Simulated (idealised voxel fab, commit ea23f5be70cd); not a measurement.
A process module follows: voxel self aligned contacts.
It is cross-section cut that appears here, measuring 195 nm in width, its square cells being 5 nm in size.
Cross-section, as written here: a square-cell grid given band by band from the top down, where a band holds one or more rows of cells.
This entry defines a band. It first specifies the height of the band's top and the height of its bottom in nm, and then specifies the band's materials from left to right, stating each material with its width in nm. The word "edge to edge" identifies a single material that fills the band from edge to edge, while the word "empty" identifies empty space.
Below 0: as-received wafer, all one material; heights counted from there. Lowest band: no bottom, goes on down, written "0 down".
With a width like "30..40", each row of cells in the band differs from the next by the same amount, the top row carrying the first number and the bottom row the second.
For the purposes of this document, the phrase "identical to before" attached to a step denotes that no cell within the cross-section was modified by that step.
This entry, "Voids lacking openings", enumerates those empty regions of no fewer than 8 cells that possess no open connection to the top. Each region is reported in the form width x height at distance, the distance being taken from the left edge, with all three quantities expressed in nm.
What comes after the settings on a step's line is commentary from the simulator itself on that step.
overlay nm, on a step with a mask: how far to the right of its planned place the mask lay; to the left if negative
Here's what the planned process steps look like
1) RECEIVE, material Si
2) CONFORMAL_DEP, material SiO2, thk nm 5
3) DIRECTIONAL_DEP, material polySi, thk nm 30
4) DIRECTIONAL_DEP, material SiN, thk nm 15
5) PATTERN, tone cover, mask id GATE, material resist, width nm 30, pitch nm 65, thk nm 15, overlay nm 0
6) DIRECTIONAL_ETCH, etch materials SiN, depth nm 15
7) DIRECTIONAL_ETCH, etch materials polySi, depth nm 30
8) STRIP, etch materials resist
9) CONFORMAL_DEP, material SiN, thk nm 5
10) DIRECTIONAL_ETCH, etch materials SiN, depth nm 5
11) FILL_DEP, material SiO2, thk nm 15
12) CMP, height nm 60
13) MASKED_ETCH, tone open, mask id CONTACT, width nm 45, pitch nm 65, etch materials SiO2, depth nm 60, overlay nm -15
14) CONFORMAL_DEP, material TiN, thk nm 5
15) FILL_DEP, material Ru, thk nm 5
16) CMP, height nm 60
17) CONFORMAL_DEP, material SiCN, thk nm 5
Variable across wafers: step 13 overlay nm (plan value is that of the first wafer; starting state common to all).
So this is the first of several wafers, cross-sectioned as it came to us, meaning it's at the end of step 1
  0 down | Si edge to edge
  Voids lacking openings: none
Post step 17, the closing step of the module: first of several wafers, cross-sectioned
  65 to 60 | SiCN edge to edge
  60 to 50 | SiO2 25 | TiN 5..30 | Ru 35..10 | TiN 5 | SiO2 20 | TiN 5..30 | Ru 35..10 | TiN 5 | SiO2 60
  50 to 35 | SiO2 10 | SiN 40 | TiN 5 | Ru 10 | TiN 5 | SiO2 5 | SiN 40 | TiN 5 | Ru 10 | TiN 5 | SiO2 5 | SiN 40 | SiO2 15
  35 to 5 | SiO2 10 | SiN 5 | polySi 30 | SiN 5 | TiN 5 | Ru 10 | TiN 5 | SiO2 5 | SiN 5 | polySi 30 | SiN 5 | TiN 5 | Ru 10 | TiN 5 | SiO2 5 | SiN 5 | polySi 30 | SiN 5 | SiO2 15
  5 to 0 | SiO2 50 | TiN 20 | SiO2 45 | TiN 20 | SiO2 60
  0 down | Si edge to edge
  Voids lacking openings: none
Cross-sectional view of the final wafer of several at the module's end
  65 to 60 | SiCN edge to edge
  60 to 50 | SiO2 55 | TiN 5 | Ru 35..10 | TiN 5..30 | SiO2 20 | TiN 5 | Ru 35..10 | TiN 5..30 | SiO2 30
  50 to 35 | SiO2 10 | SiN 40 | SiO2 5 | TiN 5 | Ru 10 | TiN 5 | SiN 40 | SiO2 5 | TiN 5 | Ru 10 | TiN 5 | SiN 40 | SiO2 15
  35 to 5 | SiO2 10 | SiN 5 | polySi 30 | SiN 5 | SiO2 5 | TiN 5 | Ru 10 | TiN 5 | SiN 5 | polySi 30 | SiN 5 | SiO2 5 | TiN 5 | Ru 10 | TiN 5 | SiN 5 | polySi 30 | SiN 5 | SiO2 15
  5 to 0 | SiO2 55 | TiN 20 | SiO2 45 | TiN 20 | SiO2 55
  0 down | Si edge to edge
  Voids lacking openings: none
The rows of the table below are wafers. Looking at the end of the module, a row counts, for every material, the cells the wafer has gained, shown as (+), or lost, shown as (-), since it was received; its closed voids come next
overlay nm -15 | +54 Ru | +39 SiCN | +108 SiN | +136 SiO2 | +62 TiN | +108 polySi | Voids lacking openings: none
overlay nm -10 | +74 Ru | +39 SiCN | +108 SiN | +116 SiO2 | +62 TiN | +108 polySi | Voids lacking openings: none
overlay nm -5 | +74 Ru | +39 SiCN | +108 SiN | +116 SiO2 | +62 TiN | +108 polySi | Voids lacking openings: none
overlay nm 0 | +74 Ru | +39 SiCN | +108 SiN | +116 SiO2 | +62 TiN | +108 polySi | Voids lacking openings: none
overlay nm 5 | +74 Ru | +39 SiCN | +108 SiN | +116 SiO2 | +62 TiN | +108 polySi | Voids lacking openings: none
overlay nm 10 | +74 Ru | +39 SiCN | +108 SiN | +116 SiO2 | +62 TiN | +108 polySi | Voids lacking openings: none
overlay nm 15 | +54 Ru | +39 SiCN | +108 SiN | +136 SiO2 | +62 TiN | +108 polySi | Voids lacking openings: none
